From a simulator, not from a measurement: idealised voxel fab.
Proc. module: voxel self aligned contacts
cross-section cut | 215 nm wide | cells 5 nm
For the purposes of this document, a cross-section shall be understood as a grid of square cells, specified as bands listed in top-to-bottom order, each band consisting of one or more rows of cells.
Heads up on the band format: heights come first, top then bottom, in nm. After that it's the materials left to right, each with its width in nm. A single material flagged "all across" fills the whole band edge to edge, and "empty" means there's empty space there.
Height is counted from the level 0, under which the received wafer is composed throughout of one material. The lowest of the bands is not closed at the bottom but continues downward, in the notation "top 0, no bottom".
The two numbers in a width such as "30 to 40" mark its ends across the band: the first belongs to the top row of cells, the second to the bottom row, and from each row to the next the width moves by the same amount.
Key: "no modifications" - step with no changed cell in the cross-section.
If an empty space has no open way to the top and is at least 8 cells in size, "Closed void register" lists it, written width x height at distance, where distance is measured from the left edge and every value is in nm.
Text after the settings on a step's line: the simulator's own remark on that step.
overlay nm: where the mask lay relative to plan, measured to the right, on steps with a mask; negatives go left.

[The process steps that were planned are listed below]
| 1 | RECEIVE: material Si |
| 2 | CONFORMAL_DEP: material SiO2, thk nm 5 |
| 3 | DIRECTIONAL_DEP: material polySi, thk nm 20 |
| 4 | DIRECTIONAL_DEP: material SiN, thk nm 25 |
| 5 | PATTERN: tone cover, mask id GATE, material resist, width nm 25, pitch nm 60, thk nm 15, overlay nm 0 |
| 6 | DIRECTIONAL_ETCH: etch materials SiN, depth nm 25 |
| 7 | DIRECTIONAL_ETCH: etch materials polySi, depth nm 20 |
| 8 | STRIP: etch materials resist |
| 9 | CONFORMAL_DEP: material SiN, thk nm 10 |
| 10 | DIRECTIONAL_ETCH: etch materials SiN, depth nm 10 |
| 11 | FILL_DEP: material SiO2, thk nm 15 |
| 12 | CMP: height nm 60 |
| 13 | DIRECTIONAL_DEP: material aC, thk nm 15 |
| 14 | PATTERN: tone open, mask id CONTACT, material resist, width nm 45, pitch nm 60, thk nm 30, overlay nm 0 |
| 15 | DIRECTIONAL_ETCH: etch materials aC, depth nm 15 |
| 16 | STRIP: etch materials resist |
| 17 | DIRECTIONAL_ETCH: etch materials SiO2, depth nm 60 |
| 18 | STRIP: etch materials aC |
| 19 | CONFORMAL_DEP: material TiN, thk nm 5 |
| 20 | FILL_DEP: material W, thk nm 5 |
| 21 | CMP: height nm 60 |
| 22 | CONFORMAL_DEP: material SiCN, thk nm 5 |

[First out of two wafers; run went to plan]

[Cross-section: wafer on arrival = after step 1]
  top 0, no bottom = Si all across
  Closed void register: none

[State of the wafer after step 2, shown in cross-section]
  top 5, bottom 0 = SiO2 all across
  Under the height 0 nothing was changed.

[State of the wafer after step 3, shown in cross-section]
  top 25, bottom 5 = polySi all across
  Under the height 5 nothing was changed.

[State of the wafer after step 4, shown in cross-section]
  top 50, bottom 25 = SiN all across
  Under the height 25 nothing was changed.

[State of the wafer after step 5, shown in cross-section]
  top 65, bottom 50 = empty 35 nm, resist 25 nm, empty 35 nm, resist 25 nm, empty 35 nm, resist 25 nm, empty 35 nm
  Under the height 50 nothing was changed.

[State of the wafer after step 6, shown in cross-section]
  top 65, bottom 50 = empty 35 nm, resist 25 nm, empty 35 nm, resist 25 nm, empty 35 nm, resist 25 nm, empty 35 nm
  top 50, bottom 25 = empty 35 nm, SiN 25 nm, empty 35 nm, SiN 25 nm, empty 35 nm, SiN 25 nm, empty 35 nm
  Under the height 25 nothing was changed.

[State of the wafer after step 7, shown in cross-section]
  top 65, bottom 50 = empty 35 nm, resist 25 nm, empty 35 nm, resist 25 nm, empty 35 nm, resist 25 nm, empty 35 nm
  top 50, bottom 25 = empty 35 nm, SiN 25 nm, empty 35 nm, SiN 25 nm, empty 35 nm, SiN 25 nm, empty 35 nm
  top 25, bottom 5 = empty 35 nm, polySi 25 nm, empty 35 nm, polySi 25 nm, empty 35 nm, polySi 25 nm, empty 35 nm
  Under the height 5 nothing was changed.

[State of the wafer after step 8, shown in cross-section]
  top 50, bottom 25 = empty 35 nm, SiN 25 nm, empty 35 nm, SiN 25 nm, empty 35 nm, SiN 25 nm, empty 35 nm
  Under the height 25 nothing was changed.

[State of the wafer after step 9, shown in cross-section]
  top 60, bottom 25 = empty 25 nm, SiN 45 nm, empty 15 nm, SiN 45 nm, empty 15 nm, SiN 45 nm, empty 25 nm
  top 25, bottom 15 = empty 25 nm, SiN 10 nm, polySi 25 nm, SiN 10 nm, empty 15 nm, SiN 10 nm, polySi 25 nm, SiN 10 nm, empty 15 nm, SiN 10 nm, polySi 25 nm, SiN 10 nm, empty 25 nm
  top 15, bottom 5 = SiN 35 nm, polySi 25 nm, SiN 35 nm, polySi 25 nm, SiN 35 nm, polySi 25 nm, SiN 35 nm
  Under the height 5 nothing was changed.

[State of the wafer after step 10, shown in cross-section]
  top 50, bottom 25 = empty 25 nm, SiN 45 nm, empty 15 nm, SiN 45 nm, empty 15 nm, SiN 45 nm, empty 25 nm
  top 25, bottom 5 = empty 25 nm, SiN 10 nm, polySi 25 nm, SiN 10 nm, empty 15 nm, SiN 10 nm, polySi 25 nm, SiN 10 nm, empty 15 nm, SiN 10 nm, polySi 25 nm, SiN 10 nm, empty 25 nm
  Under the height 5 nothing was changed.

[State of the wafer after step 11, shown in cross-section]
  top 65, bottom 50 = SiO2 all across
  top 50, bottom 25 = SiO2 25 nm, SiN 45 nm, SiO2 15 nm, SiN 45 nm, SiO2 15 nm, SiN 45 nm, SiO2 25 nm
  top 25, bottom 5 = SiO2 25 nm, SiN 10 nm, polySi 25 nm, SiN 10 nm, SiO2 15 nm, SiN 10 nm, polySi 25 nm, SiN 10 nm, SiO2 15 nm, SiN 10 nm, polySi 25 nm, SiN 10 nm, SiO2 25 nm
  Under the height 5 nothing was changed.

[State of the wafer after step 12, shown in cross-section]
  top 60, bottom 50 = SiO2 all across
  Under the height 50 nothing was changed.

[State of the wafer after step 13, shown in cross-section]
  top 75, bottom 60 = aC all across
  Under the height 60 nothing was changed.

[State of the wafer after step 14, shown in cross-section]
  top 105, bottom 75 = resist 55 nm, empty 45 nm, resist 15 nm, empty 45 nm, resist 55 nm
  Under the height 75 nothing was changed.

[State of the wafer after step 15, shown in cross-section]
  top 90, bottom 75 = resist 55 nm, empty 45 nm, resist 15 nm, empty 45 nm, resist 55 nm
  top 75, bottom 60 = aC 55 nm, empty 45 nm, aC 15 nm, empty 45 nm, aC 55 nm
  Under the height 60 nothing was changed.

[State of the wafer after step 16, shown in cross-section]
  top 75, bottom 60 = aC 55 nm, empty 45 nm, aC 15 nm, empty 45 nm, aC 55 nm
  Under the height 60 nothing was changed.

[State of the wafer after step 17, shown in cross-section]
  top 75, bottom 60 = aC 55 nm, empty 45 nm, aC 15 nm, empty 45 nm, aC 55 nm
  top 60, bottom 50 = SiO2 55 nm, empty 45 nm, SiO2 15 nm, empty 45 nm, SiO2 55 nm
  top 50, bottom 25 = SiO2 25 nm, SiN 45 nm, empty 15 nm, SiN 45 nm, empty 15 nm, SiN 45 nm, SiO2 25 nm
  top 25, bottom 5 = SiO2 25 nm, SiN 10 nm, polySi 25 nm, SiN 10 nm, empty 15 nm, SiN 10 nm, polySi 25 nm, SiN 10 nm, empty 15 nm, SiN 10 nm, polySi 25 nm, SiN 10 nm, SiO2 25 nm
  top 5, bottom 0 = SiO2 70 nm, empty 15 nm, SiO2 45 nm, empty 15 nm, SiO2 70 nm
  Under the height 0 nothing was changed.

[State of the wafer after step 18, shown in cross-section]
  top 60, bottom 50 = SiO2 55 nm, empty 45 nm, SiO2 15 nm, empty 45 nm, SiO2 55 nm
  Under the height 50 nothing was changed.

[State of the wafer after step 19, shown in cross-section]
  top 65, bottom 60 = TiN 60 nm, empty 35 nm, TiN 25 nm, empty 35 nm, TiN 60 nm
  top 60, bottom 50 = SiO2 55 nm, TiN 5 to 20 nm, empty 35 to 5 nm, TiN 5 to 20 nm, SiO2 15 nm, TiN 5 to 20 nm, empty 35 to 5 nm, TiN 5 to 20 nm, SiO2 55 nm
  top 50, bottom 25 = SiO2 25 nm, SiN 45 nm, TiN 5 nm, empty 5 nm, TiN 5 nm, SiN 45 nm, TiN 5 nm, empty 5 nm, TiN 5 nm, SiN 45 nm, SiO2 25 nm
  top 25, bottom 5 = SiO2 25 nm, SiN 10 nm, polySi 25 nm, SiN 10 nm, TiN 5 nm, empty 5 nm, TiN 5 nm, SiN 10 nm, polySi 25 nm, SiN 10 nm, TiN 5 nm, empty 5 nm, TiN 5 nm, SiN 10 nm, polySi 25 nm, SiN 10 nm, SiO2 25 nm
  top 5, bottom 0 = SiO2 70 nm, TiN 15 nm, SiO2 45 nm, TiN 15 nm, SiO2 70 nm
  Under the height 0 nothing was changed.

[State of the wafer after step 20, shown in cross-section]
  top 70, bottom 65 = W all across
  top 65, bottom 60 = TiN 60 nm, W 35 nm, TiN 25 nm, W 35 nm, TiN 60 nm
  top 60, bottom 50 = SiO2 55 nm, TiN 5 to 20 nm, W 35 to 5 nm, TiN 5 to 20 nm, SiO2 15 nm, TiN 5 to 20 nm, W 35 to 5 nm, TiN 5 to 20 nm, SiO2 55 nm
  top 50, bottom 25 = SiO2 25 nm, SiN 45 nm, TiN 5 nm, W 5 nm, TiN 5 nm, SiN 45 nm, TiN 5 nm, W 5 nm, TiN 5 nm, SiN 45 nm, SiO2 25 nm
  top 25, bottom 5 = SiO2 25 nm, SiN 10 nm, polySi 25 nm, SiN 10 nm, TiN 5 nm, W 5 nm, TiN 5 nm, SiN 10 nm, polySi 25 nm, SiN 10 nm, TiN 5 nm, W 5 nm, TiN 5 nm, SiN 10 nm, polySi 25 nm, SiN 10 nm, SiO2 25 nm
  Under the height 5 nothing was changed.

[State of the wafer after step 21, shown in cross-section]
  top 60, bottom 50 = SiO2 55 nm, TiN 5 to 20 nm, W 35 to 5 nm, TiN 5 to 20 nm, SiO2 15 nm, TiN 5 to 20 nm, W 35 to 5 nm, TiN 5 to 20 nm, SiO2 55 nm
  Under the height 50 nothing was changed.

[State of the wafer after step 22, shown in cross-section]
  top 65, bottom 60 = SiCN all across
  Under the height 60 nothing was changed.

[Wafer two of the pair: same origin, same plan, one error during the run; identical to wafer one up to and including step 4]

[Cross-sectional view of the second wafer at the intended end time of process step 5]
  top 65, bottom 50 = empty 35 nm, resist 30 nm, empty 30 nm, resist 30 nm, empty 30 nm, resist 30 nm, empty 30 nm
  Under the height 50 nothing was changed.

[Cross-sectional view of the second wafer at the intended end time of process step 6]
  top 65, bottom 50 = empty 35 nm, resist 30 nm, empty 30 nm, resist 30 nm, empty 30 nm, resist 30 nm, empty 30 nm
  top 50, bottom 25 = empty 35 nm, SiN 30 nm, empty 30 nm, SiN 30 nm, empty 30 nm, SiN 30 nm, empty 30 nm
  Under the height 25 nothing was changed.

[Cross-sectional view of the second wafer at the intended end time of process step 7]
  top 65, bottom 50 = empty 35 nm, resist 30 nm, empty 30 nm, resist 30 nm, empty 30 nm, resist 30 nm, empty 30 nm
  top 50, bottom 25 = empty 35 nm, SiN 30 nm, empty 30 nm, SiN 30 nm, empty 30 nm, SiN 30 nm, empty 30 nm
  top 25, bottom 5 = empty 35 nm, polySi 30 nm, empty 30 nm, polySi 30 nm, empty 30 nm, polySi 30 nm, empty 30 nm
  Under the height 5 nothing was changed.

[Cross-sectional view of the second wafer at the intended end time of process step 8]
  top 50, bottom 25 = empty 35 nm, SiN 30 nm, empty 30 nm, SiN 30 nm, empty 30 nm, SiN 30 nm, empty 30 nm
  Under the height 25 nothing was changed.

[Cross-sectional view of the second wafer at the intended end time of process step 9]
  top 60, bottom 25 = empty 25 nm, SiN 50 nm, empty 10 nm, SiN 50 nm, empty 10 nm, SiN 50 nm, empty 20 nm
  top 25, bottom 15 = empty 25 nm, SiN 10 nm, polySi 30 nm, SiN 10 nm, empty 10 nm, SiN 10 nm, polySi 30 nm, SiN 10 nm, empty 10 nm, SiN 10 nm, polySi 30 nm, SiN 10 nm, empty 20 nm
  top 15, bottom 5 = SiN 35 nm, polySi 30 nm, SiN 30 nm, polySi 30 nm, SiN 30 nm, polySi 30 nm, SiN 30 nm
  Under the height 5 nothing was changed.

[Cross-sectional view of the second wafer at the intended end time of process step 10]
  top 50, bottom 25 = empty 25 nm, SiN 50 nm, empty 10 nm, SiN 50 nm, empty 10 nm, SiN 50 nm, empty 20 nm
  top 25, bottom 5 = empty 25 nm, SiN 10 nm, polySi 30 nm, SiN 10 nm, empty 10 nm, SiN 10 nm, polySi 30 nm, SiN 10 nm, empty 10 nm, SiN 10 nm, polySi 30 nm, SiN 10 nm, empty 20 nm
  Under the height 5 nothing was changed.

[Cross-sectional view of the second wafer at the intended end time of process step 11]
  top 65, bottom 50 = SiO2 all across
  top 50, bottom 25 = SiO2 25 nm, SiN 50 nm, SiO2 10 nm, SiN 50 nm, SiO2 10 nm, SiN 50 nm, SiO2 20 nm
  top 25, bottom 5 = SiO2 25 nm, SiN 10 nm, polySi 30 nm, SiN 10 nm, SiO2 10 nm, SiN 10 nm, polySi 30 nm, SiN 10 nm, SiO2 10 nm, SiN 10 nm, polySi 30 nm, SiN 10 nm, SiO2 20 nm
  Under the height 5 nothing was changed.

[Cross-sectional view of the second wafer at the intended end time of process step 12]
  top 60, bottom 50 = SiO2 all across
  Under the height 50 nothing was changed.

[Cross-sectional view of the second wafer at the intended end time of process step 13]
  top 75, bottom 60 = aC all across
  Under the height 60 nothing was changed.

[Cross-sectional view of the second wafer at the intended end time of process step 14]
  top 105, bottom 75 = resist 55 nm, empty 45 nm, resist 15 nm, empty 45 nm, resist 55 nm
  Under the height 75 nothing was changed.

[Cross-sectional view of the second wafer at the intended end time of process step 15]
  top 90, bottom 75 = resist 55 nm, empty 45 nm, resist 15 nm, empty 45 nm, resist 55 nm
  top 75, bottom 60 = aC 55 nm, empty 45 nm, aC 15 nm, empty 45 nm, aC 55 nm
  Under the height 60 nothing was changed.

[Cross-sectional view of the second wafer at the intended end time of process step 16]
  top 75, bottom 60 = aC 55 nm, empty 45 nm, aC 15 nm, empty 45 nm, aC 55 nm
  Under the height 60 nothing was changed.

[Cross-sectional view of the second wafer at the intended end time of process step 17]
  top 75, bottom 60 = aC 55 nm, empty 45 nm, aC 15 nm, empty 45 nm, aC 55 nm
  top 60, bottom 50 = SiO2 55 nm, empty 45 nm, SiO2 15 nm, empty 45 nm, SiO2 55 nm
  top 50, bottom 25 = SiO2 25 nm, SiN 50 nm, empty 10 nm, SiN 50 nm, empty 10 nm, SiN 50 nm, SiO2 20 nm
  top 25, bottom 5 = SiO2 25 nm, SiN 10 nm, polySi 30 nm, SiN 10 nm, empty 10 nm, SiN 10 nm, polySi 30 nm, SiN 10 nm, empty 10 nm, SiN 10 nm, polySi 30 nm, SiN 10 nm, SiO2 20 nm
  top 5, bottom 0 = SiO2 75 nm, empty 10 nm, SiO2 50 nm, empty 10 nm, SiO2 70 nm
  Under the height 0 nothing was changed.

[Cross-sectional view of the second wafer at the intended end time of process step 18]
  top 60, bottom 50 = SiO2 55 nm, empty 45 nm, SiO2 15 nm, empty 45 nm, SiO2 55 nm
  Under the height 50 nothing was changed.

[Cross-sectional view of the second wafer at the intended end time of process step 19]
  top 65, bottom 60 = TiN 60 nm, empty 35 nm, TiN 25 nm, empty 35 nm, TiN 60 nm
  top 60, bottom 55 = SiO2 55 nm, TiN 5 nm, empty 35 nm, TiN 5 nm, SiO2 15 nm, TiN 5 nm, empty 35 nm, TiN 5 nm, SiO2 55 nm
  top 55, bottom 50 = SiO2 55 nm, TiN 45 nm, SiO2 15 nm, TiN 45 nm, SiO2 55 nm
  top 50, bottom 25 = SiO2 25 nm, SiN 50 nm, TiN 10 nm, SiN 50 nm, TiN 10 nm, SiN 50 nm, SiO2 20 nm
  top 25, bottom 5 = SiO2 25 nm, SiN 10 nm, polySi 30 nm, SiN 10 nm, TiN 10 nm, SiN 10 nm, polySi 30 nm, SiN 10 nm, TiN 10 nm, SiN 10 nm, polySi 30 nm, SiN 10 nm, SiO2 20 nm
  top 5, bottom 0 = SiO2 75 nm, TiN 10 nm, SiO2 50 nm, TiN 10 nm, SiO2 70 nm
  Under the height 0 nothing was changed.

[Cross-sectional view of the second wafer at the intended end time of process step 20]
  top 70, bottom 65 = W all across
  top 65, bottom 60 = TiN 60 nm, W 35 nm, TiN 25 nm, W 35 nm, TiN 60 nm
  top 60, bottom 55 = SiO2 55 nm, TiN 5 nm, W 35 nm, TiN 5 nm, SiO2 15 nm, TiN 5 nm, W 35 nm, TiN 5 nm, SiO2 55 nm
  Under the height 55 nothing was changed.

[Cross-sectional view of the second wafer at the intended end time of process step 21]
  top 60, bottom 55 = SiO2 55 nm, TiN 5 nm, W 35 nm, TiN 5 nm, SiO2 15 nm, TiN 5 nm, W 35 nm, TiN 5 nm, SiO2 55 nm
  Under the height 55 nothing was changed.

[Cross-sectional view of the second wafer at the intended end time of process step 22]
  top 65, bottom 60 = SiCN all across
  Under the height 60 nothing was changed.
Processing error: note that step 5 departed from the planned setting and was carried out as PATTERN: tone cover, mask id GATE, material resist, width nm 30, pitch nm 60, thk nm 15, overlay nm 0
Looking at both finished wafers in cells, the second ends up ahead of or behind the first on some materials: 15 more of SiN | 7 fewer of SiO2 | 20 fewer of W | 12 more of polySi
